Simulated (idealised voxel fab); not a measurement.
The document below concerns the process module designated voxel tone inversion.
Shown is cross-section cut, with a width of 240 nm and square cells of size 5 nm.
Just so we're on the same page, the cross-sections are grids of square cells, and they're listed out in bands top to bottom, each band one or more rows deep. Top height, bottom height, nm. Materials left to right, width each, nm. Single material + "all across" = fills band edge to edge. "air" = empty. Height is counted from the level 0, under which the received wafer is composed throughout of one material. The lowest of the bands is not closed at the bottom but continues downward, in the notation "0 nm and below". The expression "30->40" gives the width at the extremes of the band, the first number at its top row of cells and the second at its bottom row, with the width changing by equal amounts from each row to the next in between. A step reported as "stayed the same" is a step in which no cell of the cross-section changed. Any empty space of 8 cells or more lacking an open way to the top shows up in "Fully enclosed voids" as width x height at distance, distance from the left edge, in nm. The remark found on a step's line after its settings is issued by the simulator itself and pertains to that step. What "overlay nm" on a step's line means: if the step has a mask, that mask lay this far to the right of its planned place, or, when the value is negative, to the left.

The following list gives the planned process steps
step 1: RECEIVE,material Si
step 2: CONFORMAL_DEP,material SiN,thk nm 10
step 3: DIRECTIONAL_DEP,material aC,thk nm 15
step 4: PATTERN,tone cover,mask id POSTS,material resist,width nm 25,pitch nm 40,thk nm 25,overlay nm 0
step 5: DIRECTIONAL_ETCH,etch materials aC,depth nm 15
step 6: STRIP,etch materials resist
step 7: FILL_DEP,material lowk,thk nm 5
step 8: CMP,height nm 25
step 9: STRIP,etch materials aC
step 10: CONFORMAL_DEP,material TiN,thk nm 5
step 11: FILL_DEP,material Cu,thk nm 5
step 12: CMP,height nm 25
step 13: CONFORMAL_DEP,material SiN,thk nm 5

Here's what the wafer looked like in cross-section when it arrived - that's after step 1
    0 nm and below  Si all across
    Fully enclosed voids: none

Cross-sectional image of the first of two wafers at the end of the module, the run having proceeded as planned
    30 nm to 25 nm  SiN all across
    25 nm to 15 nm  65 of lowk, 5 of TiN, 15 of Cu, 5 of TiN, 15 of lowk, 5 of TiN, 15 of Cu, 5 of TiN, 15 of lowk, 5 of TiN, 15 of Cu, 5 of TiN, 70 of lowk
    15 nm to 10 nm  65 of lowk, 25 of TiN, 15 of lowk, 25 of TiN, 15 of lowk, 25 of TiN, 70 of lowk
    10 nm to 0 nm  SiN all across
    0 nm and below  Si all across
    Fully enclosed voids: none

Wafer two cross-section, module end. Start and plan unchanged from wafer one; one mistake made during the run
    30 nm to 15 nm  SiN all across
    15 nm to 0 nm  aC all across
    0 nm and below  Si all across
    Fully enclosed voids: none
What was the processing mistake? plan steps 2 and 3 run swapped
Final tally in cells, some materials are higher or lower on the second wafer than on the first: 18 fewer of Cu; 27 fewer of TiN; 144 more of aC; 99 fewer of lowk
